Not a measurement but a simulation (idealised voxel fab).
This section sets out a process module, namely voxel transistor to metal.
Displayed cross-section: cut, width of 285 nm, square cells sized 5 nm.
Heads up, the way a cross-section reads in here is a grid of square cells, handed over as bands from the top down, with every band being one or more rows of cells. What a band's entry tells you: where the top is and where the bottom is, as heights in nm, and after that what lies inside, material by material from left to right, each with its width in nm. Empty space is written as the word "air", and a single material marked with the word "throughout" occupies the band from edge to edge. Height datum 0, below which the as-received substrate wafer is one material. Lowest band open at the bottom, running downward: "0..down". Think of "30..40" as a width that walks from the first number to the second as you go down the band, top row to bottom row, taking equal-sized steps from row to row. "changes: none" after a step means that no cell of the cross-section changed. Any empty space of 8 cells or more lacking an open way to the top shows up in "Enclosed internal voids" as width x height at distance, distance from the left edge, in nm. On each step's line, the part that comes after the settings is the simulator's own comment on the step. A step's line can hold "overlay nm"; with a mask on that step, the setting says how far right of the planned place the mask lay, while a negative setting says it lay to the left. Everything after this point is organized in pairs: a cross-section before one process step, a cross-section after it that shows only as deep as the lowest changed band, and, under the pair, the intervening step with its settings. Because different runs of this module on the same starting wafer can supply different pairs, a pair continues from the pair above it only if its entry headed "Structure before processing" says so.

Structure before processing
    10..0 = SiN: 35 / SiO2: 95 / SiN: 20 / SiO2: 95 / SiN: 40
    0..-5 = SiO2 throughout
    -5..-35 = Si: 35 / SiO2: 95 / Si: 20 / SiO2: 95 / Si: 40
    -35..down = Si throughout
    Enclosed internal voids: none

Post-Process View
    10..0 = SiN: 35 / air: 95 / SiN: 20 / air: 95 / SiN: 40
    Heights below 0 show no change.
    Enclosed internal voids: none
Step between the pre-process and post-process cross-sections given above: SELECTIVE_ETCH with etch materials SiO2, depth nm 10

Structure before processing: cross-section not repeated; it is the one shown after the step in the pair just above.

Post-Process View
    0..-5 = SiO2 throughout
    Heights below -5 show no change.
    Enclosed internal voids: none
Step between the pre-process and post-process cross-sections given above: STRIP with etch materials SiN

Structure before processing: cross-section not repeated; it is the one shown after the step in the pair just above.

Post-Process View
    -5..-35 = Si: 35 / SiO2: 95 / Si: 20 / SiO2: 95 / Si: 40
    Heights below -35 show no change.
    Enclosed internal voids: none
Step between the pre-process and post-process cross-sections given above: SELECTIVE_ETCH with etch materials SiO2, depth nm 5

Structure before processing: cross-section not repeated; it is the one shown after the step in the pair just above.

Post-Process View
    -5..-10 = SiO2 throughout
    Heights below -10 show no change.
    Enclosed internal voids: none
Step between the pre-process and post-process cross-sections given above: OXIDIZE with depth nm 5

Structure before processing: cross-section not repeated; it is the one shown after the step in the pair just above.

Post-Process View
    20..-5 = polySi throughout
    Heights below -5 show no change.
    Enclosed internal voids: none
Step between the pre-process and post-process cross-sections given above: DIRECTIONAL_DEP with material polySi, thk nm 25

Structure before processing: cross-section not repeated; it is the one shown after the step in the pair just above.

Post-Process View
    30..20 = SiCN throughout
    Heights below 20 show no change.
    Enclosed internal voids: none
Step between the pre-process and post-process cross-sections given above: DIRECTIONAL_DEP with material SiCN, thk nm 10

Structure before processing: cross-section not repeated; it is the one shown after the step in the pair just above.

Post-Process View
    45..30 = aC throughout
    Heights below 30 show no change.
    Enclosed internal voids: none
Step between the pre-process and post-process cross-sections given above: DIRECTIONAL_DEP with material aC, thk nm 15

Structure before processing: cross-section not repeated; it is the one shown after the step in the pair just above.

Post-Process View
    75..45 = air: 75 / resist: 15 / air: 100 / resist: 15 / air: 80
    Heights below 45 show no change.
    Enclosed internal voids: none
Step between the pre-process and post-process cross-sections given above: PATTERN with tone cover, mask id GATE, material resist, width nm 15, pitch nm 115, thk nm 30, overlay nm 0

Structure before processing: cross-section not repeated; it is the one shown after the step in the pair just above.

Post-Process View
    60..45 = air: 75 / resist: 15 / air: 100 / resist: 15 / air: 80
    45..30 = air: 75 / aC: 15 / air: 100 / aC: 15 / air: 80
    Heights below 30 show no change.
    Enclosed internal voids: none
Step between the pre-process and post-process cross-sections given above: DIRECTIONAL_ETCH with etch materials aC, depth nm 15

Structure before processing: cross-section not repeated; it is the one shown after the step in the pair just above.

Post-Process View
    45..30 = air: 75 / aC: 15 / air: 100 / aC: 15 / air: 80
    Heights below 30 show no change.
    Enclosed internal voids: none
Step between the pre-process and post-process cross-sections given above: STRIP with etch materials resist

Structure before processing: cross-section not repeated; it is the one shown after the step in the pair just above.

Post-Process View
    45..30 = air: 75 / aC: 15 / air: 100 / aC: 15 / air: 80
    30..20 = air: 75 / SiCN: 15 / air: 100 / SiCN: 15 / air: 80
    Heights below 20 show no change.
    Enclosed internal voids: none
Step between the pre-process and post-process cross-sections given above: DIRECTIONAL_ETCH with etch materials SiCN, depth nm 20

Structure before processing: cross-section not repeated; it is the one shown after the step in the pair just above.

Post-Process View
    45..30 = air: 75 / aC: 15 / air: 100 / aC: 15 / air: 80
    30..20 = air: 75 / SiCN: 15 / air: 100 / SiCN: 15 / air: 80
    20..-5 = air: 75 / polySi: 15 / air: 100 / polySi: 15 / air: 80
    Heights below -5 show no change.
    Enclosed internal voids: none
Step between the pre-process and post-process cross-sections given above: DIRECTIONAL_ETCH with etch materials polySi, depth nm 35

Structure before processing: cross-section not repeated; it is the one shown after the step in the pair just above.

Post-Process View
    30..20 = air: 75 / SiCN: 15 / air: 100 / SiCN: 15 / air: 80
    Heights below 20 show no change.
    Enclosed internal voids: none
Step between the pre-process and post-process cross-sections given above: STRIP with etch materials aC

Structure before processing: cross-section not repeated; it is the one shown after the step in the pair just above.

Post-Process View
    35..30 = air: 70 / SiO2: 25 / air: 90 / SiO2: 25 / air: 75
    30..20 = air: 70 / SiO2: 5 / SiCN: 15 / SiO2: 5 / air: 90 / SiO2: 5 / SiCN: 15 / SiO2: 5 / air: 75
    20..0 = air: 70 / SiO2: 5 / polySi: 15 / SiO2: 5 / air: 90 / SiO2: 5 / polySi: 15 / SiO2: 5 / air: 75
    0..-5 = SiO2: 75 / polySi: 15 / SiO2: 100 / polySi: 15 / SiO2: 80
    Heights below -5 show no change.
    Enclosed internal voids: none
Step between the pre-process and post-process cross-sections given above: CONFORMAL_DEP with material SiO2, thk nm 5

Structure before processing: cross-section not repeated; it is the one shown after the step in the pair just above.

Post-Process View
    30..20 = air: 70 / SiO2: 5 / SiCN: 15 / SiO2: 5 / air: 90 / SiO2: 5 / SiCN: 15 / SiO2: 5 / air: 75
    20..-5 = air: 70 / SiO2: 5 / polySi: 15 / SiO2: 5 / air: 90 / SiO2: 5 / polySi: 15 / SiO2: 5 / air: 75
    Heights below -5 show no change.
    Enclosed internal voids: none
Step between the pre-process and post-process cross-sections given above: DIRECTIONAL_ETCH with etch materials SiO2, depth nm 5

Structure before processing: cross-section not repeated; it is the one shown after the step in the pair just above.

Post-Process View
    40..30 = air: 60 / SiN: 45 / air: 70 / SiN: 45 / air: 65
    30..20 = air: 60 / SiN: 10 / SiO2: 5 / SiCN: 15 / SiO2: 5 / SiN: 10 / air: 70 / SiN: 10 / SiO2: 5 / SiCN: 15 / SiO2: 5 / SiN: 10 / air: 65
    20..5 = air: 60 / SiN: 10 / SiO2: 5 / polySi: 15 / SiO2: 5 / SiN: 10 / air: 70 / SiN: 10 / SiO2: 5 / polySi: 15 / SiO2: 5 / SiN: 10 / air: 65
    5..-5 = SiN: 70 / SiO2: 5 / polySi: 15 / SiO2: 5 / SiN: 90 / SiO2: 5 / polySi: 15 / SiO2: 5 / SiN: 75
    Heights below -5 show no change.
    Enclosed internal voids: none
Step between the pre-process and post-process cross-sections given above: CONFORMAL_DEP with material SiN, thk nm 10

Structure before processing: cross-section not repeated; it is the one shown after the step in the pair just above.

Post-Process View
    30..20 = air: 60 / SiN: 10 / SiO2: 5 / SiCN: 15 / SiO2: 5 / SiN: 10 / air: 70 / SiN: 10 / SiO2: 5 / SiCN: 15 / SiO2: 5 / SiN: 10 / air: 65
    20..-5 = air: 60 / SiN: 10 / SiO2: 5 / polySi: 15 / SiO2: 5 / SiN: 10 / air: 70 / SiN: 10 / SiO2: 5 / polySi: 15 / SiO2: 5 / SiN: 10 / air: 65
    Heights below -5 show no change.
    Enclosed internal voids: none
Step between the pre-process and post-process cross-sections given above: DIRECTIONAL_ETCH with etch materials SiN, depth nm 10

Structure before processing: cross-section not repeated; it is the one shown after the step in the pair just above.

Post-Process View
    30..25 = air: 60 / SiN: 10 / air: 5 / SiCN: 15 / air: 5 / SiN: 10 / air: 70 / SiN: 10 / air: 5 / SiCN: 15 / air: 5 / SiN: 10 / air: 65
    25..20 = air: 60 / SiN: 10 / SiO2: 5 / SiCN: 15 / SiO2: 5 / SiN: 10 / air: 70 / SiN: 10 / SiO2: 5 / SiCN: 15 / SiO2: 5 / SiN: 10 / air: 65
    20..-5 = air: 60 / SiN: 10 / SiO2: 5 / polySi: 15 / SiO2: 5 / SiN: 10 / air: 70 / SiN: 10 / SiO2: 5 / polySi: 15 / SiO2: 5 / SiN: 10 / air: 65
    -5..-10 = air: 60 / SiO2: 45 / air: 70 / SiO2: 45 / air: 65
    Heights below -10 show no change.
    Enclosed internal voids: none
Step between the pre-process and post-process cross-sections given above: DIRECTIONAL_ETCH with etch materials SiO2, depth nm 5

Structure before processing: cross-section not repeated; it is the one shown after the step in the pair just above.

Post-Process View
    30..25 = air: 60 / SiN: 10 / air: 5 / SiCN: 15 / air: 5 / SiN: 10 / air: 70 / SiN: 10 / air: 5 / SiCN: 15 / air: 5 / SiN: 10 / air: 65
    25..20 = air: 60 / SiN: 10 / SiO2: 5 / SiCN: 15 / SiO2: 5 / SiN: 10 / air: 70 / SiN: 10 / SiO2: 5 / SiCN: 15 / SiO2: 5 / SiN: 10 / air: 65
    20..-5 = air: 60 / SiN: 10 / SiO2: 5 / polySi: 15 / SiO2: 5 / SiN: 10 / air: 70 / SiN: 10 / SiO2: 5 / polySi: 15 / SiO2: 5 / SiN: 10 / air: 65
    -5..-10 = nSi: 40 / air: 20 / SiO2: 45 / air: 20 / nSi: 30 / air: 20 / SiO2: 45 / air: 20 / nSi: 45
    Heights below -10 show no change.
    Enclosed internal voids: none
Step between the pre-process and post-process cross-sections given above: EPI with material nSi, thk nm 5

Structure before processing: cross-section not repeated; it is the one shown after the step in the pair just above.

Post-Process View
    40..30 = SiO2 throughout
    30..20 = SiO2: 60 / SiN: 10 / SiO2: 5 / SiCN: 15 / SiO2: 5 / SiN: 10 / SiO2: 70 / SiN: 10 / SiO2: 5 / SiCN: 15 / SiO2: 5 / SiN: 10 / SiO2: 65
    20..-5 = SiO2: 60 / SiN: 10 / SiO2: 5 / polySi: 15 / SiO2: 5 / SiN: 10 / SiO2: 70 / SiN: 10 / SiO2: 5 / polySi: 15 / SiO2: 5 / SiN: 10 / SiO2: 65
    -5..-10 = nSi: 40 / SiO2: 85 / nSi: 30 / SiO2: 85 / nSi: 45
    Heights below -10 show no change.
    Enclosed internal voids: none
Step between the pre-process and post-process cross-sections given above: FILL_DEP with material SiO2, thk nm 10

Structure before processing: cross-section not repeated; it is the one shown after the step in the pair just above.

Post-Process View
    30..20 = SiO2: 60 / SiN: 10 / SiO2: 5 / SiCN: 15 / SiO2: 5 / SiN: 10 / SiO2: 70 / SiN: 10 / SiO2: 5 / SiCN: 15 / SiO2: 5 / SiN: 10 / SiO2: 65
    Heights below 20 show no change.
    Enclosed internal voids: none
Step between the pre-process and post-process cross-sections given above: CMP with height nm 30

Structure before processing: cross-section not repeated; it is the one shown after the step in the pair just above.

Post-Process View
    40..30 = SiO2 throughout
    Heights below 30 show no change.
    Enclosed internal voids: none
Step between the pre-process and post-process cross-sections given above: DIRECTIONAL_DEP with material SiO2, thk nm 10

Structure before processing: cross-section not repeated; it is the one shown after the step in the pair just above.

Post-Process View
    50..40 = aC throughout
    Heights below 40 show no change.
    Enclosed internal voids: none
Step between the pre-process and post-process cross-sections given above: DIRECTIONAL_DEP with material aC, thk nm 10

Structure before processing: cross-section not repeated; it is the one shown after the step in the pair just above.

Post-Process View
    75..50 = resist: 45 / air: 25 / resist: 25 / air: 25 / resist: 40 / air: 25 / resist: 25 / air: 25 / resist: 50
    Heights below 50 show no change.
    Enclosed internal voids: none
Step between the pre-process and post-process cross-sections given above: PATTERN with tone open, mask id CONTACT, material resist, width nm 25, thk nm 25, overlay nm 0

Structure before processing: cross-section not repeated; it is the one shown after the step in the pair just above.

Post-Process View
    65..50 = resist: 45 / air: 25 / resist: 25 / air: 25 / resist: 40 / air: 25 / resist: 25 / air: 25 / resist: 50
    50..40 = aC: 45 / air: 25 / aC: 25 / air: 25 / aC: 40 / air: 25 / aC: 25 / air: 25 / aC: 50
    Heights below 40 show no change.
    Enclosed internal voids: none
Step between the pre-process and post-process cross-sections given above: DIRECTIONAL_ETCH with etch materials aC, depth nm 10

Structure before processing: cross-section not repeated; it is the one shown after the step in the pair just above.

Post-Process View
    50..40 = aC: 45 / air: 25 / aC: 25 / air: 25 / aC: 40 / air: 25 / aC: 25 / air: 25 / aC: 50
    Heights below 40 show no change.
    Enclosed internal voids: none
Step between the pre-process and post-process cross-sections given above: STRIP with etch materials resist

Structure before processing: cross-section not repeated; it is the one shown after the step in the pair just above.

Post-Process View
    50..40 = aC: 45 / air: 25 / aC: 25 / air: 25 / aC: 40 / air: 25 / aC: 25 / air: 25 / aC: 50
    40..30 = SiO2: 45 / air: 25 / SiO2: 25 / air: 25 / SiO2: 40 / air: 25 / SiO2: 25 / air: 25 / SiO2: 50
    30..20 = SiO2: 45 / air: 15 / SiN: 10 / SiO2: 5 / SiCN: 15 / SiO2: 5 / SiN: 10 / air: 15 / SiO2: 40 / air: 15 / SiN: 10 / SiO2: 5 / SiCN: 15 / SiO2: 5 / SiN: 10 / air: 15 / SiO2: 50
    20..-5 = SiO2: 45 / air: 15 / SiN: 10 / SiO2: 5 / polySi: 15 / SiO2: 5 / SiN: 10 / air: 15 / SiO2: 40 / air: 15 / SiN: 10 / SiO2: 5 / polySi: 15 / SiO2: 5 / SiN: 10 / air: 15 / SiO2: 50
    Heights below -5 show no change.
    Enclosed internal voids: none
Step between the pre-process and post-process cross-sections given above: DIRECTIONAL_ETCH with etch materials SiO2, depth nm 45

Structure before processing: cross-section not repeated; it is the one shown after the step in the pair just above.

Post-Process View
    40..30 = SiO2: 45 / air: 25 / SiO2: 25 / air: 25 / SiO2: 40 / air: 25 / SiO2: 25 / air: 25 / SiO2: 50
    Heights below 30 show no change.
    Enclosed internal voids: none
Step between the pre-process and post-process cross-sections given above: STRIP with etch materials aC

Structure before processing: cross-section not repeated; it is the one shown after the step in the pair just above.

Post-Process View
    45..40 = TiN: 50 / air: 15 / TiN: 35 / air: 15 / TiN: 50 / air: 15 / TiN: 35 / air: 15 / TiN: 55
    40..30 = SiO2: 45 / TiN: 5 / air: 15..5 / TiN: 5..15 / SiO2: 25 / TiN: 5..15 / air: 15..5 / TiN: 5 / SiO2: 40 / TiN: 5 / air: 15..5 / TiN: 5..15 / SiO2: 25 / TiN: 5..15 / air: 15..5 / TiN: 5 / SiO2: 50
    30..20 = SiO2: 45 / TiN: 5 / air: 5 / TiN: 5 / SiN: 10 / SiO2: 5 / SiCN: 15 / SiO2: 5 / SiN: 10 / TiN: 5 / air: 5 / TiN: 5 / SiO2: 40 / TiN: 5 / air: 5 / TiN: 5 / SiN: 10 / SiO2: 5 / SiCN: 15 / SiO2: 5 / SiN: 10 / TiN: 5 / air: 5 / TiN: 5 / SiO2: 50
    20..0 = SiO2: 45 / TiN: 5 / air: 5 / TiN: 5 / SiN: 10 / SiO2: 5 / polySi: 15 / SiO2: 5 / SiN: 10 / TiN: 5 / air: 5 / TiN: 5 / SiO2: 40 / TiN: 5 / air: 5 / TiN: 5 / SiN: 10 / SiO2: 5 / polySi: 15 / SiO2: 5 / SiN: 10 / TiN: 5 / air: 5 / TiN: 5 / SiO2: 50
    0..-5 = SiO2: 45 / TiN: 15 / SiN: 10 / SiO2: 5 / polySi: 15 / SiO2: 5 / SiN: 10 / TiN: 15 / SiO2: 40 / TiN: 15 / SiN: 10 / SiO2: 5 / polySi: 15 / SiO2: 5 / SiN: 10 / TiN: 15 / SiO2: 50
    Heights below -5 show no change.
    Enclosed internal voids: none
Step between the pre-process and post-process cross-sections given above: CONFORMAL_DEP with material TiN, thk nm 5

Structure before processing: cross-section not repeated; it is the one shown after the step in the pair just above.

Post-Process View
    55..45 = W throughout
    45..40 = TiN: 50 / W: 15 / TiN: 35 / W: 15 / TiN: 50 / W: 15 / TiN: 35 / W: 15 / TiN: 55
    40..30 = SiO2: 45 / TiN: 5 / W: 15..5 / TiN: 5..15 / SiO2: 25 / TiN: 5..15 / W: 15..5 / TiN: 5 / SiO2: 40 / TiN: 5 / W: 15..5 / TiN: 5..15 / SiO2: 25 / TiN: 5..15 / W: 15..5 / TiN: 5 / SiO2: 50
    30..20 = SiO2: 45 / TiN: 5 / W: 5 / TiN: 5 / SiN: 10 / SiO2: 5 / SiCN: 15 / SiO2: 5 / SiN: 10 / TiN: 5 / W: 5 / TiN: 5 / SiO2: 40 / TiN: 5 / W: 5 / TiN: 5 / SiN: 10 / SiO2: 5 / SiCN: 15 / SiO2: 5 / SiN: 10 / TiN: 5 / W: 5 / TiN: 5 / SiO2: 50
    20..0 = SiO2: 45 / TiN: 5 / W: 5 / TiN: 5 / SiN: 10 / SiO2: 5 / polySi: 15 / SiO2: 5 / SiN: 10 / TiN: 5 / W: 5 / TiN: 5 / SiO2: 40 / TiN: 5 / W: 5 / TiN: 5 / SiN: 10 / SiO2: 5 / polySi: 15 / SiO2: 5 / SiN: 10 / TiN: 5 / W: 5 / TiN: 5 / SiO2: 50
    Heights below 0 show no change.
    Enclosed internal voids: none
Step between the pre-process and post-process cross-sections given above: FILL_DEP with material W, thk nm 10

Structure before processing: cross-section not repeated; it is the one shown after the step in the pair just above.

Post-Process View
    40..30 = SiO2: 45 / TiN: 5 / W: 15..5 / TiN: 5..15 / SiO2: 25 / TiN: 5..15 / W: 15..5 / TiN: 5 / SiO2: 40 / TiN: 5 / W: 15..5 / TiN: 5..15 / SiO2: 25 / TiN: 5..15 / W: 15..5 / TiN: 5 / SiO2: 50
    Heights below 30 show no change.
    Enclosed internal voids: none
Step between the pre-process and post-process cross-sections given above: CMP with height nm 40

Structure before processing: cross-section not repeated; it is the one shown after the step in the pair just above.

Post-Process View
    45..40 = SiN throughout
    Heights below 40 show no change.
    Enclosed internal voids: none
Step between the pre-process and post-process cross-sections given above: CONFORMAL_DEP with material SiN, thk nm 5

Structure before processing: cross-section not repeated; it is the one shown after the step in the pair just above.

Post-Process View
    70..45 = lowk throughout
    Heights below 45 show no change.
    Enclosed internal voids: none
Step between the pre-process and post-process cross-sections given above: DIRECTIONAL_DEP with material lowk, thk nm 25

Structure before processing: cross-section not repeated; it is the one shown after the step in the pair just above.

Post-Process View
    90..70 = resist: 45 / air: 15 / resist: 45 / air: 15 / resist: 40 / air: 15 / resist: 45 / air: 15 / resist: 50
    Heights below 70 show no change.
    Enclosed internal voids: none
Step between the pre-process and post-process cross-sections given above: PATTERN with tone open, mask id METAL_1, material resist, width nm 15, thk nm 20, overlay nm 0

Structure before processing: cross-section not repeated; it is the one shown after the step in the pair just above.

Post-Process View
    90..70 = resist: 45 / air: 15 / resist: 45 / air: 15 / resist: 40 / air: 15 / resist: 45 / air: 15 / resist: 50
    70..45 = lowk: 45 / air: 15 / lowk: 45 / air: 15 / lowk: 40 / air: 15 / lowk: 45 / air: 15 / lowk: 50
    Heights below 45 show no change.
    Enclosed internal voids: none
Step between the pre-process and post-process cross-sections given above: DIRECTIONAL_ETCH with etch materials lowk, depth nm 25

Structure before processing: cross-section not repeated; it is the one shown after the step in the pair just above.

Post-Process View
    90..70 = resist: 45 / air: 15 / resist: 45 / air: 15 / resist: 40 / air: 15 / resist: 45 / air: 15 / resist: 50
    70..45 = lowk: 45 / air: 15 / lowk: 45 / air: 15 / lowk: 40 / air: 15 / lowk: 45 / air: 15 / lowk: 50
    45..40 = SiN: 45 / air: 15 / SiN: 45 / air: 15 / SiN: 40 / air: 15 / SiN: 45 / air: 15 / SiN: 50
    Heights below 40 show no change.
    Enclosed internal voids: none
Step between the pre-process and post-process cross-sections given above: DIRECTIONAL_ETCH with etch materials SiN, depth nm 5

Structure before processing: cross-section not repeated; it is the one shown after the step in the pair just above.

Post-Process View
    70..45 = lowk: 45 / air: 15 / lowk: 45 / air: 15 / lowk: 40 / air: 15 / lowk: 45 / air: 15 / lowk: 50
    Heights below 45 show no change.
    Enclosed internal voids: none
Step between the pre-process and post-process cross-sections given above: STRIP with etch materials resist

Structure before processing: cross-section not repeated; it is the one shown after the step in the pair just above.

Post-Process View
    75..70 = TiN: 50 / air: 5 / TiN: 55 / air: 5 / TiN: 50 / air: 5 / TiN: 55 / air: 5 / TiN: 55
    70..45 = lowk: 45 / TiN: 5 / air: 5 / TiN: 5 / lowk: 45 / TiN: 5 / air: 5 / TiN: 5 / lowk: 40 / TiN: 5 / air: 5 / TiN: 5 / lowk: 45 / TiN: 5 / air: 5 / TiN: 5 / lowk: 50
    45..40 = SiN: 45 / TiN: 15 / SiN: 45 / TiN: 15 / SiN: 40 / TiN: 15 / SiN: 45 / TiN: 15 / SiN: 50
    Heights below 40 show no change.
    Enclosed internal voids: none
Step between the pre-process and post-process cross-sections given above: CONFORMAL_DEP with material TiN, thk nm 5

Structure before processing: cross-section not repeated; it is the one shown after the step in the pair just above.

Post-Process View
    85..75 = Cu throughout
    75..70 = TiN: 50 / Cu: 5 / TiN: 55 / Cu: 5 / TiN: 50 / Cu: 5 / TiN: 55 / Cu: 5 / TiN: 55
    70..45 = lowk: 45 / TiN: 5 / Cu: 5 / TiN: 5 / lowk: 45 / TiN: 5 / Cu: 5 / TiN: 5 / lowk: 40 / TiN: 5 / Cu: 5 / TiN: 5 / lowk: 45 / TiN: 5 / Cu: 5 / TiN: 5 / lowk: 50
    Heights below 45 show no change.
    Enclosed internal voids: none
Step between the pre-process and post-process cross-sections given above: FILL_DEP with material Cu, thk nm 10

Structure before processing: cross-section not repeated; it is the one shown after the step in the pair just above.

Post-Process View
    70..45 = lowk: 45 / TiN: 5 / Cu: 5 / TiN: 5 / lowk: 45 / TiN: 5 / Cu: 5 / TiN: 5 / lowk: 40 / TiN: 5 / Cu: 5 / TiN: 5 / lowk: 45 / TiN: 5 / Cu: 5 / TiN: 5 / lowk: 50
    Heights below 45 show no change.
    Enclosed internal voids: none
Step between the pre-process and post-process cross-sections given above: CMP with height nm 70

Structure before processing: cross-section not repeated; it is the one shown after the step in the pair just above.

Post-Process View
    75..70 = SiN throughout
    Heights below 70 show no change.
    Enclosed internal voids: none
Step between the pre-process and post-process cross-sections given above: CONFORMAL_DEP with material SiN, thk nm 5
